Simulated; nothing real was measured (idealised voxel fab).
The name of this process module is voxel self aligned vias.
In the cross-section labelled cut, the width is 175 nm and each square cell is 5 nm.
In what follows, cross-sections appear as grids of square cells, described through bands that run from the top down, where every band is one or more rows of cells.
For a band, the entry starts with two heights in nm, that of the top and then that of the bottom, and carries on with the band's materials in order from left to right, each alongside its width in nm; the word "full width" beside a single material means it fills the band edge to edge, and "empty" means empty space.
Heights from 0 (as-received wafer is one material below). Bottom band endless downward, as "z 0 and below".
A two-number width, for instance "30 to 40", indicates that the width is equal to the first number in the top row of the band and to the second number in the bottom row, and that it changes by a constant amount per row of cells.
Step marked "everything unchanged"? Then no cell in the cross-section changed in it.
What "Closed void list" gives you is every empty space of 8 cells or more that is cut off from the top. Each appears as width x height at distance, with the distance taken from the left edge and width, height and distance all in nm.
after a step's settings: what the simulator itself notes on the step
Among the settings permitted on a step's line is "overlay nm"; applied to a step with a mask, it specifies the extent to which the mask lay to the right of its planned position, whereas a negative figure signifies a position to the left.

These are the steps we planned for the process
1 RECEIVE with material Si
2 CONFORMAL_DEP with material SiO2, thk nm 15
3 CONFORMAL_DEP with material SiCN, thk nm 5
4 DIRECTIONAL_DEP with material SiO2, thk nm 20
5 DIRECTIONAL_DEP with material aC, thk nm 15
6 PATTERN with tone open, mask id LINES, material resist, width nm 30, pitch nm 70, thk nm 35, overlay nm 0
7 DIRECTIONAL_ETCH with etch materials aC, depth nm 15
8 STRIP with etch materials resist
9 DIRECTIONAL_ETCH with etch materials SiO2, depth nm 20
10 STRIP with etch materials aC
11 CONFORMAL_DEP with material TiN, thk nm 5
12 FILL_DEP with material Ru, thk nm 10
13 CMP with height nm 40
14 SELECTIVE_ETCH with etch materials W Ru TiN, depth nm 10
15 FILL_DEP with material SiN, thk nm 5
16 CMP with height nm 40
17 DIRECTIONAL_DEP with material SiO2, thk nm 15
18 DIRECTIONAL_DEP with material aC, thk nm 10
19 PATTERN with tone open, mask id VIAS, material resist, width nm 50, thk nm 30, overlay nm 0
20 DIRECTIONAL_ETCH with etch materials aC, depth nm 10
21 STRIP with etch materials resist
22 DIRECTIONAL_ETCH with etch materials SiO2, depth nm 15
23 DIRECTIONAL_ETCH with etch materials SiN, depth nm 10
24 STRIP with etch materials aC
25 CONFORMAL_DEP with material TiN, thk nm 5
26 FILL_DEP with material W, thk nm 10
27 CMP with height nm 55
28 CONFORMAL_DEP with material SiN, thk nm 5

As-received wafer cross-section (after step 1)
  z 0 and below = Si full width
  Closed void list: none

End state of the module in cross-section, given the above starting point and plan and one mistake in execution
  z 60 to 55 = SiN full width
  z 55 to 45 = 20 nm W, 5 nm TiN, 50 nm SiO2, 5 nm TiN, 95 nm W
  z 45 to 40 = 25 nm TiN, 50 nm SiO2, 35 nm TiN, 20 nm W, 45 nm TiN
  z 40 to 35 = 35 nm SiO2, 30 nm SiN, 40 nm SiO2, 5 nm TiN, 20 nm W, 5 nm TiN, 40 nm SiO2
  z 35 to 30 = 35 nm SiO2, 30 nm SiN, 40 nm SiO2, 30 nm TiN, 40 nm SiO2
  z 30 to 25 = 35 nm SiO2, 5 nm TiN, 20 nm Ru, 5 nm TiN, 40 nm SiO2, 5 nm TiN, 20 nm Ru, 5 nm TiN, 40 nm SiO2
  z 25 to 20 = 35 nm SiO2, 30 nm TiN, 40 nm SiO2, 30 nm TiN, 40 nm SiO2
  z 20 to 15 = SiCN full width
  z 15 to 0 = SiO2 full width
  z 0 and below = Si full width
  Closed void list: none
So what did we get wrong on this run? note that step 19 departed from the planned setting and was carried out as PATTERN with tone cover, mask id VIAS, material resist, width nm 50, thk nm 30, overlay nm 0
